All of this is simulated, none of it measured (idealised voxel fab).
Presented below is a process module, voxel self aligned vias.
FYI the section here is cut, 265 nm wide, cells are 5 nm squares.
This document writes a cross-section as a grid whose cells are square, and gives it as bands, listed from the top down; one or more rows of cells form a band.
Heights first: top, then bottom, in nm. Then materials, left to right, each with a width in nm. "edge to edge" on a single material: fills the band edge to edge. "empty": empty space.
Height datum 0, below which the as-received substrate wafer is one material. Lowest band open at the bottom, running downward: "from 0 down".
Width spec "30 to 40" -> top row of cells at first value, bottom row at second value, equal per-row change in between.
Where the words "no alterations made" appear for a step, the cross-section shows no cell changed by that step; every cell remained as before.
"Voids lacking openings" enumerates empty spaces isolated from the top, with no open way to it, that contain at least 8 cells, giving each as width x height at distance from the left edge, all three in nm.
Whatever follows a step's settings on its line is a remark the simulator itself makes about that step.
A step line may carry the setting "overlay nm", which, for steps involving a mask, states the distance by which the mask lay to the right of its intended position; negative values denote displacement to the left.
Process steps foreseen in the plan:
| 1 | op RECEIVE | material Si |
| 2 | op CONFORMAL_DEP | material SiO2 | thk nm 15 |
| 3 | op CONFORMAL_DEP | material SiCN | thk nm 5 |
| 4 | op DIRECTIONAL_DEP | material lowk | thk nm 25 |
| 5 | op DIRECTIONAL_DEP | material aC | thk nm 10 |
| 6 | op PATTERN | tone open | mask id LINES | material resist | width nm 30 | pitch nm 80 | thk nm 30 | overlay nm 0 |
| 7 | op DIRECTIONAL_ETCH | etch materials aC | depth nm 10 |
| 8 | op STRIP | etch materials resist |
| 9 | op DIRECTIONAL_ETCH | etch materials lowk | depth nm 25 |
| 10 | op STRIP | etch materials aC |
| 11 | op CONFORMAL_DEP | material TiN | thk nm 5 |
| 12 | op FILL_DEP | material Ru | thk nm 10 |
| 13 | op CMP | height nm 45 |
| 14 | op SELECTIVE_ETCH | etch materials W Ru TiN | depth nm 10 |
| 15 | op FILL_DEP | material SiN | thk nm 5 |
| 16 | op CMP | height nm 45 |
| 17 | op DIRECTIONAL_DEP | material lowk | thk nm 15 |
| 18 | op DIRECTIONAL_DEP | material aC | thk nm 10 |
| 19 | op PATTERN | tone open | mask id VIAS | material resist | width nm 50 | pitch nm 160 | thk nm 30 | overlay nm 0 |
| 20 | op DIRECTIONAL_ETCH | etch materials aC | depth nm 10 |
| 21 | op STRIP | etch materials resist |
| 22 | op DIRECTIONAL_ETCH | etch materials lowk | depth nm 15 |
| 23 | op DIRECTIONAL_ETCH | etch materials SiN | depth nm 10 |
| 24 | op STRIP | etch materials aC |
| 25 | op CONFORMAL_DEP | material TiN | thk nm 5 |
| 26 | op FILL_DEP | material Cu | thk nm 10 |
| 27 | op CMP | height nm 60 |
| 28 | op CONFORMAL_DEP | material SiCN | thk nm 5 |
First wafer, two in total, run as planned:
Cross-section: wafer on arrival = after step 1:
* from 0 down | Si edge to edge
* Voids lacking openings: none
You're looking at a cross-section of the wafer after step 2:
* from 15 to 0 | SiO2 edge to edge
* Everything below 0 is unchanged.
You're looking at a cross-section of the wafer after step 3:
* from 20 to 15 | SiCN edge to edge
* Everything below 15 is unchanged.
You're looking at a cross-section of the wafer after step 4:
* from 45 to 20 | lowk edge to edge
* Everything below 20 is unchanged.
You're looking at a cross-section of the wafer after step 5:
* from 55 to 45 | aC edge to edge
* Everything below 45 is unchanged.
You're looking at a cross-section of the wafer after step 6:
* from 85 to 55 | resist 35 nm  empty 30 nm  resist 50 nm  empty 30 nm  resist 50 nm  empty 30 nm  resist 40 nm
* Everything below 55 is unchanged.
You're looking at a cross-section of the wafer after step 7:
* from 75 to 55 | resist 35 nm  empty 30 nm  resist 50 nm  empty 30 nm  resist 50 nm  empty 30 nm  resist 40 nm
* from 55 to 45 | aC 35 nm  empty 30 nm  aC 50 nm  empty 30 nm  aC 50 nm  empty 30 nm  aC 40 nm
* Everything below 45 is unchanged.
You're looking at a cross-section of the wafer after step 8:
* from 55 to 45 | aC 35 nm  empty 30 nm  aC 50 nm  empty 30 nm  aC 50 nm  empty 30 nm  aC 40 nm
* Everything below 45 is unchanged.
You're looking at a cross-section of the wafer after step 9:
* from 55 to 45 | aC 35 nm  empty 30 nm  aC 50 nm  empty 30 nm  aC 50 nm  empty 30 nm  aC 40 nm
* from 45 to 20 | lowk 35 nm  empty 30 nm  lowk 50 nm  empty 30 nm  lowk 50 nm  empty 30 nm  lowk 40 nm
* Everything below 20 is unchanged.
You're looking at a cross-section of the wafer after step 10:
* from 45 to 20 | lowk 35 nm  empty 30 nm  lowk 50 nm  empty 30 nm  lowk 50 nm  empty 30 nm  lowk 40 nm
* Everything below 20 is unchanged.
You're looking at a cross-section of the wafer after step 11:
* from 50 to 45 | TiN 40 nm  empty 20 nm  TiN 60 nm  empty 20 nm  TiN 60 nm  empty 20 nm  TiN 45 nm
* from 45 to 25 | lowk 35 nm  TiN 5 nm  empty 20 nm  TiN 5 nm  lowk 50 nm  TiN 5 nm  empty 20 nm  TiN 5 nm  lowk 50 nm  TiN 5 nm  empty 20 nm  TiN 5 nm  lowk 40 nm
* from 25 to 20 | lowk 35 nm  TiN 30 nm  lowk 50 nm  TiN 30 nm  lowk 50 nm  TiN 30 nm  lowk 40 nm
* Everything below 20 is unchanged.
You're looking at a cross-section of the wafer after step 12:
* from 60 to 50 | Ru edge to edge
* from 50 to 45 | TiN 40 nm  Ru 20 nm  TiN 60 nm  Ru 20 nm  TiN 60 nm  Ru 20 nm  TiN 45 nm
* from 45 to 25 | lowk 35 nm  TiN 5 nm  Ru 20 nm  TiN 5 nm  lowk 50 nm  TiN 5 nm  Ru 20 nm  TiN 5 nm  lowk 50 nm  TiN 5 nm  Ru 20 nm  TiN 5 nm  lowk 40 nm
* Everything below 25 is unchanged.
You're looking at a cross-section of the wafer after step 13:
* from 45 to 25 | lowk 35 nm  TiN 5 nm  Ru 20 nm  TiN 5 nm  lowk 50 nm  TiN 5 nm  Ru 20 nm  TiN 5 nm  lowk 50 nm  TiN 5 nm  Ru 20 nm  TiN 5 nm  lowk 40 nm
* Everything below 25 is unchanged.
You're looking at a cross-section of the wafer after step 14:
* from 45 to 35 | lowk 35 nm  empty 30 nm  lowk 50 nm  empty 30 nm  lowk 50 nm  empty 30 nm  lowk 40 nm
* Everything below 35 is unchanged.
You're looking at a cross-section of the wafer after step 15:
* from 50 to 45 | SiN edge to edge
* from 45 to 35 | lowk 35 nm  SiN 30 nm  lowk 50 nm  SiN 30 nm  lowk 50 nm  SiN 30 nm  lowk 40 nm
* Everything below 35 is unchanged.
You're looking at a cross-section of the wafer after step 16:
* from 45 to 35 | lowk 35 nm  SiN 30 nm  lowk 50 nm  SiN 30 nm  lowk 50 nm  SiN 30 nm  lowk 40 nm
* Everything below 35 is unchanged.
You're looking at a cross-section of the wafer after step 17:
* from 60 to 45 | lowk edge to edge
* Everything below 45 is unchanged.
You're looking at a cross-section of the wafer after step 18:
* from 70 to 60 | aC edge to edge
* Everything below 60 is unchanged.
You're looking at a cross-section of the wafer after step 19:
* from 100 to 70 | resist 25 nm  empty 50 nm  resist 110 nm  empty 50 nm  resist 30 nm
* Everything below 70 is unchanged.
You're looking at a cross-section of the wafer after step 20:
* from 90 to 70 | resist 25 nm  empty 50 nm  resist 110 nm  empty 50 nm  resist 30 nm
* from 70 to 60 | aC 25 nm  empty 50 nm  aC 110 nm  empty 50 nm  aC 30 nm
* Everything below 60 is unchanged.
You're looking at a cross-section of the wafer after step 21:
* from 70 to 60 | aC 25 nm  empty 50 nm  aC 110 nm  empty 50 nm  aC 30 nm
* Everything below 60 is unchanged.
You're looking at a cross-section of the wafer after step 22:
* from 70 to 60 | aC 25 nm  empty 50 nm  aC 110 nm  empty 50 nm  aC 30 nm
* from 60 to 45 | lowk 25 nm  empty 50 nm  lowk 110 nm  empty 50 nm  lowk 30 nm
* Everything below 45 is unchanged.
You're looking at a cross-section of the wafer after step 23:
* from 70 to 60 | aC 25 nm  empty 50 nm  aC 110 nm  empty 50 nm  aC 30 nm
* from 60 to 45 | lowk 25 nm  empty 50 nm  lowk 110 nm  empty 50 nm  lowk 30 nm
* from 45 to 35 | lowk 35 nm  empty 30 nm  lowk 50 nm  SiN 30 nm  lowk 50 nm  empty 30 nm  lowk 40 nm
* Everything below 35 is unchanged.
You're looking at a cross-section of the wafer after step 24:
* from 60 to 45 | lowk 25 nm  empty 50 nm  lowk 110 nm  empty 50 nm  lowk 30 nm
* Everything below 45 is unchanged.
You're looking at a cross-section of the wafer after step 25:
* from 65 to 60 | TiN 30 nm  empty 40 nm  TiN 120 nm  empty 40 nm  TiN 35 nm
* from 60 to 50 | lowk 25 nm  TiN 5 nm  empty 40 nm  TiN 5 nm  lowk 110 nm  TiN 5 nm  empty 40 nm  TiN 5 nm  lowk 30 nm
* from 50 to 45 | lowk 25 nm  TiN 15 nm  empty 20 nm  TiN 15 nm  lowk 110 nm  TiN 15 nm  empty 20 nm  TiN 15 nm  lowk 30 nm
* from 45 to 40 | lowk 35 nm  TiN 5 nm  empty 20 nm  TiN 5 nm  lowk 50 nm  SiN 30 nm  lowk 50 nm  TiN 5 nm  empty 20 nm  TiN 5 nm  lowk 40 nm
* from 40 to 35 | lowk 35 nm  TiN 30 nm  lowk 50 nm  SiN 30 nm  lowk 50 nm  TiN 30 nm  lowk 40 nm
* Everything below 35 is unchanged.
You're looking at a cross-section of the wafer after step 26:
* from 75 to 65 | Cu edge to edge
* from 65 to 60 | TiN 30 nm  Cu 40 nm  TiN 120 nm  Cu 40 nm  TiN 35 nm
* from 60 to 50 | lowk 25 nm  TiN 5 nm  Cu 40 nm  TiN 5 nm  lowk 110 nm  TiN 5 nm  Cu 40 nm  TiN 5 nm  lowk 30 nm
* from 50 to 45 | lowk 25 nm  TiN 15 nm  Cu 20 nm  TiN 15 nm  lowk 110 nm  TiN 15 nm  Cu 20 nm  TiN 15 nm  lowk 30 nm
* from 45 to 40 | lowk 35 nm  TiN 5 nm  Cu 20 nm  TiN 5 nm  lowk 50 nm  SiN 30 nm  lowk 50 nm  TiN 5 nm  Cu 20 nm  TiN 5 nm  lowk 40 nm
* Everything below 40 is unchanged.
You're looking at a cross-section of the wafer after step 27:
* from 60 to 50 | lowk 25 nm  TiN 5 nm  Cu 40 nm  TiN 5 nm  lowk 110 nm  TiN 5 nm  Cu 40 nm  TiN 5 nm  lowk 30 nm
* Everything below 50 is unchanged.
You're looking at a cross-section of the wafer after step 28:
* from 65 to 60 | SiCN edge to edge
* Everything below 60 is unchanged.
Regarding the second of the two wafers: it shared the first wafer's starting condition and process plan, yet one error occurred during its execution. Its history coincides with that of the first wafer up to and including step 5:
Second wafer, cut view, end of step 6 per plan:
* from 85 to 55 | empty 35 nm  resist 30 nm  empty 50 nm  resist 30 nm  empty 50 nm  resist 30 nm  empty 40 nm
* Everything below 55 is unchanged.
Second wafer, cut view, end of step 7 per plan:
* from 75 to 55 | empty 35 nm  resist 30 nm  empty 50 nm  resist 30 nm  empty 50 nm  resist 30 nm  empty 40 nm
* from 55 to 45 | empty 35 nm  aC 30 nm  empty 50 nm  aC 30 nm  empty 50 nm  aC 30 nm  empty 40 nm
* Everything below 45 is unchanged.
Second wafer, cut view, end of step 8 per plan:
* from 55 to 45 | empty 35 nm  aC 30 nm  empty 50 nm  aC 30 nm  empty 50 nm  aC 30 nm  empty 40 nm
* Everything below 45 is unchanged.
Second wafer, cut view, end of step 9 per plan:
* from 55 to 45 | empty 35 nm  aC 30 nm  empty 50 nm  aC 30 nm  empty 50 nm  aC 30 nm  empty 40 nm
* from 45 to 20 | empty 35 nm  lowk 30 nm  empty 50 nm  lowk 30 nm  empty 50 nm  lowk 30 nm  empty 40 nm
* Everything below 20 is unchanged.
Second wafer, cut view, end of step 10 per plan:
* from 45 to 20 | empty 35 nm  lowk 30 nm  empty 50 nm  lowk 30 nm  empty 50 nm  lowk 30 nm  empty 40 nm
* Everything below 20 is unchanged.
Second wafer, cut view, end of step 11 per plan:
* from 50 to 45 | empty 30 nm  TiN 40 nm  empty 40 nm  TiN 40 nm  empty 40 nm  TiN 40 nm  empty 35 nm
* from 45 to 25 | empty 30 nm  TiN 5 nm  lowk 30 nm  TiN 5 nm  empty 40 nm  TiN 5 nm  lowk 30 nm  TiN 5 nm  empty 40 nm  TiN 5 nm  lowk 30 nm  TiN 5 nm  empty 35 nm
* from 25 to 20 | TiN 35 nm  lowk 30 nm  TiN 50 nm  lowk 30 nm  TiN 50 nm  lowk 30 nm  TiN 40 nm
* Everything below 20 is unchanged.
Second wafer, cut view, end of step 12 per plan:
* from 60 to 50 | Ru edge to edge
* from 50 to 45 | Ru 30 nm  TiN 40 nm  Ru 40 nm  TiN 40 nm  Ru 40 nm  TiN 40 nm  Ru 35 nm
* from 45 to 25 | Ru 30 nm  TiN 5 nm  lowk 30 nm  TiN 5 nm  Ru 40 nm  TiN 5 nm  lowk 30 nm  TiN 5 nm  Ru 40 nm  TiN 5 nm  lowk 30 nm  TiN 5 nm  Ru 35 nm
* Everything below 25 is unchanged.
Second wafer, cut view, end of step 13 per plan:
* from 45 to 25 | Ru 30 nm  TiN 5 nm  lowk 30 nm  TiN 5 nm  Ru 40 nm  TiN 5 nm  lowk 30 nm  TiN 5 nm  Ru 40 nm  TiN 5 nm  lowk 30 nm  TiN 5 nm  Ru 35 nm
* Everything below 25 is unchanged.
Second wafer, cut view, end of step 14 per plan:
* from 45 to 35 | empty 35 nm  lowk 30 nm  empty 50 nm  lowk 30 nm  empty 50 nm  lowk 30 nm  empty 40 nm
* Everything below 35 is unchanged.
Second wafer, cut view, end of step 15 per plan:
* from 50 to 45 | SiN edge to edge
* from 45 to 35 | SiN 35 nm  lowk 30 nm  SiN 50 nm  lowk 30 nm  SiN 50 nm  lowk 30 nm  SiN 40 nm
* Everything below 35 is unchanged.
Second wafer, cut view, end of step 16 per plan:
* from 45 to 35 | SiN 35 nm  lowk 30 nm  SiN 50 nm  lowk 30 nm  SiN 50 nm  lowk 30 nm  SiN 40 nm
* Everything below 35 is unchanged.
Second wafer, cut view, end of step 17 per plan:
* from 60 to 45 | lowk edge to edge
* Everything below 45 is unchanged.
Second wafer, cut view, end of step 18 per plan:
* from 70 to 60 | aC edge to edge
* Everything below 60 is unchanged.
Second wafer, cut view, end of step 19 per plan:
* from 100 to 70 | resist 25 nm  empty 50 nm  resist 110 nm  empty 50 nm  resist 30 nm
* Everything below 70 is unchanged.
Second wafer, cut view, end of step 20 per plan:
* from 90 to 70 | resist 25 nm  empty 50 nm  resist 110 nm  empty 50 nm  resist 30 nm
* from 70 to 60 | aC 25 nm  empty 50 nm  aC 110 nm  empty 50 nm  aC 30 nm
* Everything below 60 is unchanged.
Second wafer, cut view, end of step 21 per plan:
* from 70 to 60 | aC 25 nm  empty 50 nm  aC 110 nm  empty 50 nm  aC 30 nm
* Everything below 60 is unchanged.
Second wafer, cut view, end of step 22 per plan:
* from 70 to 60 | aC 25 nm  empty 50 nm  aC 110 nm  empty 50 nm  aC 30 nm
* from 60 to 45 | lowk 25 nm  empty 50 nm  lowk 110 nm  empty 50 nm  lowk 30 nm
* Everything below 45 is unchanged.
Second wafer, cut view, end of step 23 per plan:
* from 70 to 60 | aC 25 nm  empty 50 nm  aC 110 nm  empty 50 nm  aC 30 nm
* from 60 to 45 | lowk 25 nm  empty 50 nm  lowk 110 nm  empty 50 nm  lowk 30 nm
* from 45 to 35 | SiN 25 nm  empty 10 nm  lowk 30 nm  empty 10 nm  SiN 40 nm  lowk 30 nm  SiN 40 nm  empty 10 nm  lowk 30 nm  empty 10 nm  SiN 30 nm
* Everything below 35 is unchanged.
Second wafer, cut view, end of step 24 per plan:
* from 60 to 45 | lowk 25 nm  empty 50 nm  lowk 110 nm  empty 50 nm  lowk 30 nm
* Everything below 45 is unchanged.
Second wafer, cut view, end of step 25 per plan:
* from 65 to 60 | TiN 30 nm  empty 40 nm  TiN 120 nm  empty 40 nm  TiN 35 nm
* from 60 to 50 | lowk 25 nm  TiN 5 nm  empty 40 nm  TiN 5 nm  lowk 110 nm  TiN 5 nm  empty 40 nm  TiN 5 nm  lowk 30 nm
* from 50 to 45 | lowk 25 nm  TiN 50 nm  lowk 110 nm  TiN 50 nm  lowk 30 nm
* from 45 to 35 | SiN 25 nm  TiN 10 nm  lowk 30 nm  TiN 10 nm  SiN 40 nm  lowk 30 nm  SiN 40 nm  TiN 10 nm  lowk 30 nm  TiN 10 nm  SiN 30 nm
* Everything below 35 is unchanged.
Second wafer, cut view, end of step 26 per plan:
* from 75 to 65 | Cu edge to edge
* from 65 to 60 | TiN 30 nm  Cu 40 nm  TiN 120 nm  Cu 40 nm  TiN 35 nm
* from 60 to 50 | lowk 25 nm  TiN 5 nm  Cu 40 nm  TiN 5 nm  lowk 110 nm  TiN 5 nm  Cu 40 nm  TiN 5 nm  lowk 30 nm
* Everything below 50 is unchanged.
Second wafer, cut view, end of step 27 per plan:
* from 60 to 50 | lowk 25 nm  TiN 5 nm  Cu 40 nm  TiN 5 nm  lowk 110 nm  TiN 5 nm  Cu 40 nm  TiN 5 nm  lowk 30 nm
* Everything below 50 is unchanged.
Second wafer, cut view, end of step 28 per plan:
* from 65 to 60 | SiCN edge to edge
* Everything below 60 is unchanged.
Run error: heads up, step 6 didn't go per plan, it actually ran as op PATTERN | tone cover | mask id LINES | material resist | width nm 30 | pitch nm 80 | thk nm 30 | overlay nm 0
Wrapping up, a cell-based count of both wafers puts the second over or under the first for these materials: Cu: 16 fewer | Ru: 34 more | SiN: 42 more | TiN: 25 more | lowk: 85 fewer
